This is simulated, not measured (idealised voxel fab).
Process module under the name voxel wiring stack
For reference, the cross-section in this document is cut, with width 190 nm and square cells of 5 nm.
When this document writes out a cross-section, it uses a grid of square cells and lists it as bands, beginning at the top and moving down, with a band standing for one or more rows of cells.
Band: top and bottom heights (nm) first, top before bottom; then materials from left to right, widths in nm. "edge to edge" marks a sole material filling the band edge to edge. "empty" denotes empty space.
Convention: height 0 is the level below which the wafer, as received, is all one material. The lowest band does not terminate at the bottom but continues downward, represented as "0 and below".
The width entry "30->40" should be interpreted row by row: the top row of cells in the band takes the first number, the bottom row takes the second number, and the change between adjacent rows is uniform throughout.
"no alteration" (step): cross-section cells unchanged, all of them.
"Cavities, sealed" enumerates empty spaces isolated from the top, with no open way to it, that contain at least 8 cells, giving each as width x height at distance from the left edge, all three in nm.
That trailing text on a step's line, after the settings, is the simulator's own remark on the step.
On any step carrying a mask, the "overlay nm" setting, if present on the step's line, tells how far right of its planned place the mask lay; negative values point to the left.
The steps planned for the process are as follows
1,RECEIVE, material Si
2,CONFORMAL_DEP, material SiO2, thk nm 10
3,CONFORMAL_DEP, material SiCN, thk nm 5
4,DIRECTIONAL_DEP, material lowk, thk nm 25
5,DIRECTIONAL_DEP, material aC, thk nm 15
6,PATTERN, tone open, mask id METAL_1, material resist, width nm 20, pitch nm 40, thk nm 35, overlay nm 0
7,DIRECTIONAL_ETCH, etch materials aC, depth nm 15
8,STRIP, etch materials resist
9,DIRECTIONAL_ETCH, etch materials lowk, depth nm 25
10,DIRECTIONAL_ETCH, etch materials SiCN, depth nm 5
11,STRIP, etch materials aC
12,CONFORMAL_DEP, material TiN, thk nm 5
13,FILL_DEP, material Ru, thk nm 5
14,CMP, height nm 40
15,CONFORMAL_DEP, material SiCN, thk nm 5
16,DIRECTIONAL_DEP, material lowk, thk nm 15
17,DIRECTIONAL_DEP, material aC, thk nm 15
18,PATTERN, tone open, mask id PLUG_1, material resist, width nm 15, pitch nm 40, thk nm 35, overlay nm 0
19,DIRECTIONAL_ETCH, etch materials aC, depth nm 15
20,STRIP, etch materials resist
21,DIRECTIONAL_ETCH, etch materials lowk, depth nm 15
22,DIRECTIONAL_ETCH, etch materials SiCN, depth nm 5
23,STRIP, etch materials aC
24,EPI, material Ru, thk nm 10
25,EPI, material Ru, thk nm 10
26,CONFORMAL_DEP, material SiN, thk nm 5
27,DIRECTIONAL_DEP, material SiO2, thk nm 15
28,MASKED_ETCH, tone open, mask id METAL_2, width nm 20, pitch nm 40, etch materials SiO2, depth nm 15, overlay nm 0
29,MASKED_ETCH, tone open, mask id METAL_2, width nm 20, pitch nm 40, etch materials SiN, depth nm 5, overlay nm 0
30,CONFORMAL_DEP, material TiN, thk nm 5
31,FILL_DEP, material W, thk nm 10
32,CMP, height nm 80
33,CONFORMAL_DEP, material SiN, thk nm 5
The first of a set of two wafers, run to plan
Cross-section of the incoming wafer, state after step 1
- 0 and below  Si edge to edge
- Cavities, sealed: none
Cross-section: wafer state after step 2
- 10 down to 0  SiO2 edge to edge
- Below a height of 0, the structure has not been altered.
Cross-section: wafer state after step 3
- 15 down to 10  SiCN edge to edge
- Below a height of 10, the structure has not been altered.
Cross-section: wafer state after step 4
- 40 down to 15  lowk edge to edge
- Below a height of 15, the structure has not been altered.
Cross-section: wafer state after step 5
- 55 down to 40  aC edge to edge
- Below a height of 40, the structure has not been altered.
Cross-section: wafer state after step 6
- 90 down to 55  25 resist, 20 empty, 20 resist, 20 empty, 20 resist, 20 empty, 20 resist, 20 empty, 25 resist
- Below a height of 55, the structure has not been altered.
Cross-section: wafer state after step 7
- 75 down to 55  25 resist, 20 empty, 20 resist, 20 empty, 20 resist, 20 empty, 20 resist, 20 empty, 25 resist
- 55 down to 40  25 aC, 20 empty, 20 aC, 20 empty, 20 aC, 20 empty, 20 aC, 20 empty, 25 aC
- Below a height of 40, the structure has not been altered.
Cross-section: wafer state after step 8
- 55 down to 40  25 aC, 20 empty, 20 aC, 20 empty, 20 aC, 20 empty, 20 aC, 20 empty, 25 aC
- Below a height of 40, the structure has not been altered.
Cross-section: wafer state after step 9
- 55 down to 40  25 aC, 20 empty, 20 aC, 20 empty, 20 aC, 20 empty, 20 aC, 20 empty, 25 aC
- 40 down to 15  25 lowk, 20 empty, 20 lowk, 20 empty, 20 lowk, 20 empty, 20 lowk, 20 empty, 25 lowk
- Below a height of 15, the structure has not been altered.
Cross-section: wafer state after step 10
- 55 down to 40  25 aC, 20 empty, 20 aC, 20 empty, 20 aC, 20 empty, 20 aC, 20 empty, 25 aC
- 40 down to 15  25 lowk, 20 empty, 20 lowk, 20 empty, 20 lowk, 20 empty, 20 lowk, 20 empty, 25 lowk
- 15 down to 10  25 SiCN, 20 empty, 20 SiCN, 20 empty, 20 SiCN, 20 empty, 20 SiCN, 20 empty, 25 SiCN
- Below a height of 10, the structure has not been altered.
Cross-section: wafer state after step 11
- 40 down to 15  25 lowk, 20 empty, 20 lowk, 20 empty, 20 lowk, 20 empty, 20 lowk, 20 empty, 25 lowk
- Below a height of 15, the structure has not been altered.
Cross-section: wafer state after step 12
- 45 down to 40  30 TiN, 10 empty, 30 TiN, 10 empty, 30 TiN, 10 empty, 30 TiN, 10 empty, 30 TiN
- 40 down to 15  25 lowk, 5 TiN, 10 empty, 5 TiN, 20 lowk, 5 TiN, 10 empty, 5 TiN, 20 lowk, 5 TiN, 10 empty, 5 TiN, 20 lowk, 5 TiN, 10 empty, 5 TiN, 25 lowk
- 15 down to 10  25 SiCN, 20 TiN, 20 SiCN, 20 TiN, 20 SiCN, 20 TiN, 20 SiCN, 20 TiN, 25 SiCN
- Below a height of 10, the structure has not been altered.
Cross-section: wafer state after step 13
- 50 down to 45  Ru edge to edge
- 45 down to 40  30 TiN, 10 Ru, 30 TiN, 10 Ru, 30 TiN, 10 Ru, 30 TiN, 10 Ru, 30 TiN
- 40 down to 15  25 lowk, 5 TiN, 10 Ru, 5 TiN, 20 lowk, 5 TiN, 10 Ru, 5 TiN, 20 lowk, 5 TiN, 10 Ru, 5 TiN, 20 lowk, 5 TiN, 10 Ru, 5 TiN, 25 lowk
- Below a height of 15, the structure has not been altered.
Cross-section: wafer state after step 14
- 40 down to 15  25 lowk, 5 TiN, 10 Ru, 5 TiN, 20 lowk, 5 TiN, 10 Ru, 5 TiN, 20 lowk, 5 TiN, 10 Ru, 5 TiN, 20 lowk, 5 TiN, 10 Ru, 5 TiN, 25 lowk
- Below a height of 15, the structure has not been altered.
Cross-section: wafer state after step 15
- 45 down to 40  SiCN edge to edge
- Below a height of 40, the structure has not been altered.
Cross-section: wafer state after step 16
- 60 down to 45  lowk edge to edge
- Below a height of 45, the structure has not been altered.
Cross-section: wafer state after step 17
- 75 down to 60  aC edge to edge
- Below a height of 60, the structure has not been altered.
Cross-section: wafer state after step 18
- 110 down to 75  25 resist, 15 empty, 25 resist, 15 empty, 25 resist, 15 empty, 25 resist, 15 empty, 30 resist
- Below a height of 75, the structure has not been altered.
Cross-section: wafer state after step 19
- 95 down to 75  25 resist, 15 empty, 25 resist, 15 empty, 25 resist, 15 empty, 25 resist, 15 empty, 30 resist
- 75 down to 60  25 aC, 15 empty, 25 aC, 15 empty, 25 aC, 15 empty, 25 aC, 15 empty, 30 aC
- Below a height of 60, the structure has not been altered.
Cross-section: wafer state after step 20
- 75 down to 60  25 aC, 15 empty, 25 aC, 15 empty, 25 aC, 15 empty, 25 aC, 15 empty, 30 aC
- Below a height of 60, the structure has not been altered.
Cross-section: wafer state after step 21
- 75 down to 60  25 aC, 15 empty, 25 aC, 15 empty, 25 aC, 15 empty, 25 aC, 15 empty, 30 aC
- 60 down to 45  25 lowk, 15 empty, 25 lowk, 15 empty, 25 lowk, 15 empty, 25 lowk, 15 empty, 30 lowk
- Below a height of 45, the structure has not been altered.
Cross-section: wafer state after step 22
- 75 down to 60  25 aC, 15 empty, 25 aC, 15 empty, 25 aC, 15 empty, 25 aC, 15 empty, 30 aC
- 60 down to 45  25 lowk, 15 empty, 25 lowk, 15 empty, 25 lowk, 15 empty, 25 lowk, 15 empty, 30 lowk
- 45 down to 40  25 SiCN, 15 empty, 25 SiCN, 15 empty, 25 SiCN, 15 empty, 25 SiCN, 15 empty, 30 SiCN
- Below a height of 40, the structure has not been altered.
Cross-section: wafer state after step 23
- 60 down to 45  25 lowk, 15 empty, 25 lowk, 15 empty, 25 lowk, 15 empty, 25 lowk, 15 empty, 30 lowk
- Below a height of 45, the structure has not been altered.
Cross-section: wafer state after step 24
- 60 down to 50  25 lowk, 15 empty, 25 lowk, 15 empty, 25 lowk, 15 empty, 25 lowk, 15 empty, 30 lowk
- 50 down to 45  25 lowk, 15 Ru, 25 lowk, 15 Ru, 25 lowk, 15 Ru, 25 lowk, 15 Ru, 30 lowk
- 45 down to 40  25 SiCN, 15 Ru, 25 SiCN, 15 Ru, 25 SiCN, 15 Ru, 25 SiCN, 15 Ru, 30 SiCN
- Below a height of 40, the structure has not been altered.
Cross-section: wafer state after step 25
- 60 down to 45  25 lowk, 15 Ru, 25 lowk, 15 Ru, 25 lowk, 15 Ru, 25 lowk, 15 Ru, 30 lowk
- Below a height of 45, the structure has not been altered.
Cross-section: wafer state after step 26
- 65 down to 60  SiN edge to edge
- Below a height of 60, the structure has not been altered.
Cross-section: wafer state after step 27
- 80 down to 65  SiO2 edge to edge
- Below a height of 65, the structure has not been altered.
Cross-section: wafer state after step 28
- 80 down to 65  25 SiO2, 20 empty, 20 SiO2, 20 empty, 20 SiO2, 20 empty, 20 SiO2, 20 empty, 25 SiO2
- Below a height of 65, the structure has not been altered.
Cross-section: wafer state after step 29
- 80 down to 65  25 SiO2, 20 empty, 20 SiO2, 20 empty, 20 SiO2, 20 empty, 20 SiO2, 20 empty, 25 SiO2
- 65 down to 60  25 SiN, 20 empty, 20 SiN, 20 empty, 20 SiN, 20 empty, 20 SiN, 20 empty, 25 SiN
- Below a height of 60, the structure has not been altered.
Cross-section: wafer state after step 30
- 85 down to 80  30 TiN, 10 empty, 30 TiN, 10 empty, 30 TiN, 10 empty, 30 TiN, 10 empty, 30 TiN
- 80 down to 65  25 SiO2, 5 TiN, 10 empty, 5 TiN, 20 SiO2, 5 TiN, 10 empty, 5 TiN, 20 SiO2, 5 TiN, 10 empty, 5 TiN, 20 SiO2, 5 TiN, 10 empty, 5 TiN, 25 SiO2
- 65 down to 60  25 SiN, 20 TiN, 20 SiN, 20 TiN, 20 SiN, 20 TiN, 20 SiN, 20 TiN, 25 SiN
- Below a height of 60, the structure has not been altered.
Cross-section: wafer state after step 31
- 95 down to 85  W edge to edge
- 85 down to 80  30 TiN, 10 W, 30 TiN, 10 W, 30 TiN, 10 W, 30 TiN, 10 W, 30 TiN
- 80 down to 65  25 SiO2, 5 TiN, 10 W, 5 TiN, 20 SiO2, 5 TiN, 10 W, 5 TiN, 20 SiO2, 5 TiN, 10 W, 5 TiN, 20 SiO2, 5 TiN, 10 W, 5 TiN, 25 SiO2
- Below a height of 65, the structure has not been altered.
Cross-section: wafer state after step 32
- 80 down to 65  25 SiO2, 5 TiN, 10 W, 5 TiN, 20 SiO2, 5 TiN, 10 W, 5 TiN, 20 SiO2, 5 TiN, 10 W, 5 TiN, 20 SiO2, 5 TiN, 10 W, 5 TiN, 25 SiO2
- Below a height of 65, the structure has not been altered.
Cross-section: wafer state after step 33
- 85 down to 80  SiN edge to edge
- Below a height of 80, the structure has not been altered.
Second wafer, same starting state and plan as the first, one mistake in the run, identical through step 23
Cross-section: second wafer, time at which step 25 was scheduled to end
- 70 down to 60  15 empty, 35 Ru, 5 empty, 35 Ru, 5 empty, 35 Ru, 5 empty, 35 Ru, 20 empty
- 60 down to 45  25 lowk, 15 Ru, 25 lowk, 15 Ru, 25 lowk, 15 Ru, 25 lowk, 15 Ru, 30 lowk
- 45 down to 40  25 SiCN, 15 Ru, 25 SiCN, 15 Ru, 25 SiCN, 15 Ru, 25 SiCN, 15 Ru, 30 SiCN
- Below a height of 40, the structure has not been altered.
Cross-section: second wafer, time at which step 26 was scheduled to end
- 75 down to 70  10 empty, 165 SiN, 15 empty
- 70 down to 65  10 empty, 5 SiN, 35 Ru, 5 SiN, 35 Ru, 5 SiN, 35 Ru, 5 SiN, 35 Ru, 5 SiN, 15 empty
- 65 down to 60  15 SiN, 35 Ru, 5 SiN, 35 Ru, 5 SiN, 35 Ru, 5 SiN, 35 Ru, 20 SiN
- Below a height of 60, the structure has not been altered.
Cross-section: second wafer, time at which step 27 was scheduled to end
- 90 down to 80  10 empty, 165 SiO2, 15 empty
- 80 down to 75  SiO2 edge to edge
- 75 down to 70  10 SiO2, 165 SiN, 15 SiO2
- 70 down to 65  10 SiO2, 5 SiN, 35 Ru, 5 SiN, 35 Ru, 5 SiN, 35 Ru, 5 SiN, 35 Ru, 5 SiN, 15 SiO2
- Below a height of 65, the structure has not been altered.
Cross-section: second wafer, time at which step 28 was scheduled to end
- 90 down to 80  10 empty, 15 SiO2, 20 empty, 20 SiO2, 20 empty, 20 SiO2, 20 empty, 20 SiO2, 20 empty, 10 SiO2, 15 empty
- 80 down to 75  25 SiO2, 20 empty, 20 SiO2, 20 empty, 20 SiO2, 20 empty, 20 SiO2, 20 empty, 25 SiO2
- Below a height of 75, the structure has not been altered.
Cross-section: second wafer, time at which step 29 was scheduled to end
- 90 down to 80  10 empty, 15 SiO2, 20 empty, 20 SiO2, 20 empty, 20 SiO2, 20 empty, 20 SiO2, 20 empty, 10 SiO2, 15 empty
- 80 down to 75  25 SiO2, 20 empty, 20 SiO2, 20 empty, 20 SiO2, 20 empty, 20 SiO2, 20 empty, 25 SiO2
- 75 down to 70  10 SiO2, 15 SiN, 20 empty, 20 SiN, 20 empty, 20 SiN, 20 empty, 20 SiN, 20 empty, 10 SiN, 15 SiO2
- Below a height of 70, the structure has not been altered.
Cross-section: second wafer, time at which step 30 was scheduled to end
- 95 down to 90  5 empty, 25 TiN, 10 empty, 30 TiN, 10 empty, 30 TiN, 10 empty, 30 TiN, 10 empty, 20 TiN, 10 empty
- 90 down to 85  5 empty, 5 TiN, 15 SiO2, 5 TiN, 10 empty, 5 TiN, 20 SiO2, 5 TiN, 10 empty, 5 TiN, 20 SiO2, 5 TiN, 10 empty, 5 TiN, 20 SiO2, 5 TiN, 10 empty, 5 TiN, 10 SiO2, 5 TiN, 10 empty
- 85 down to 80  10 TiN, 15 SiO2, 5 TiN, 10 empty, 5 TiN, 20 SiO2, 5 TiN, 10 empty, 5 TiN, 20 SiO2, 5 TiN, 10 empty, 5 TiN, 20 SiO2, 5 TiN, 10 empty, 5 TiN, 10 SiO2, 15 TiN
- 80 down to 75  25 SiO2, 5 TiN, 10 empty, 5 TiN, 20 SiO2, 5 TiN, 10 empty, 5 TiN, 20 SiO2, 5 TiN, 10 empty, 5 TiN, 20 SiO2, 5 TiN, 10 empty, 5 TiN, 25 SiO2
- 75 down to 70  10 SiO2, 15 SiN, 20 TiN, 20 SiN, 20 TiN, 20 SiN, 20 TiN, 20 SiN, 20 TiN, 10 SiN, 15 SiO2
- Below a height of 70, the structure has not been altered.
Cross-section: second wafer, time at which step 31 was scheduled to end
- 105 down to 95  W edge to edge
- 95 down to 90  5 W, 25 TiN, 10 W, 30 TiN, 10 W, 30 TiN, 10 W, 30 TiN, 10 W, 20 TiN, 10 W
- 90 down to 85  5 W, 5 TiN, 15 SiO2, 5 TiN, 10 W, 5 TiN, 20 SiO2, 5 TiN, 10 W, 5 TiN, 20 SiO2, 5 TiN, 10 W, 5 TiN, 20 SiO2, 5 TiN, 10 W, 5 TiN, 10 SiO2, 5 TiN, 10 W
- 85 down to 80  10 TiN, 15 SiO2, 5 TiN, 10 W, 5 TiN, 20 SiO2, 5 TiN, 10 W, 5 TiN, 20 SiO2, 5 TiN, 10 W, 5 TiN, 20 SiO2, 5 TiN, 10 W, 5 TiN, 10 SiO2, 15 TiN
- 80 down to 75  25 SiO2, 5 TiN, 10 W, 5 TiN, 20 SiO2, 5 TiN, 10 W, 5 TiN, 20 SiO2, 5 TiN, 10 W, 5 TiN, 20 SiO2, 5 TiN, 10 W, 5 TiN, 25 SiO2
- Below a height of 75, the structure has not been altered.
Cross-section: second wafer, time at which step 32 was scheduled to end
- 80 down to 75  25 SiO2, 5 TiN, 10 W, 5 TiN, 20 SiO2, 5 TiN, 10 W, 5 TiN, 20 SiO2, 5 TiN, 10 W, 5 TiN, 20 SiO2, 5 TiN, 10 W, 5 TiN, 25 SiO2
- Below a height of 75, the structure has not been altered.
Cross-section: second wafer, time at which step 33 was scheduled to end
- 85 down to 80  SiN edge to edge
- Below a height of 80, the structure has not been altered.
What broke from the plan during processing? note: one of steps 24 and 25 (identical) was run twice; cannot identify which
Heads up, by the end the second wafer has more or fewer cells of some materials compared to the first: Ru: 56 more, SiN: 10 more, SiO2: 34 fewer, TiN: 16 fewer, W: 16 fewer
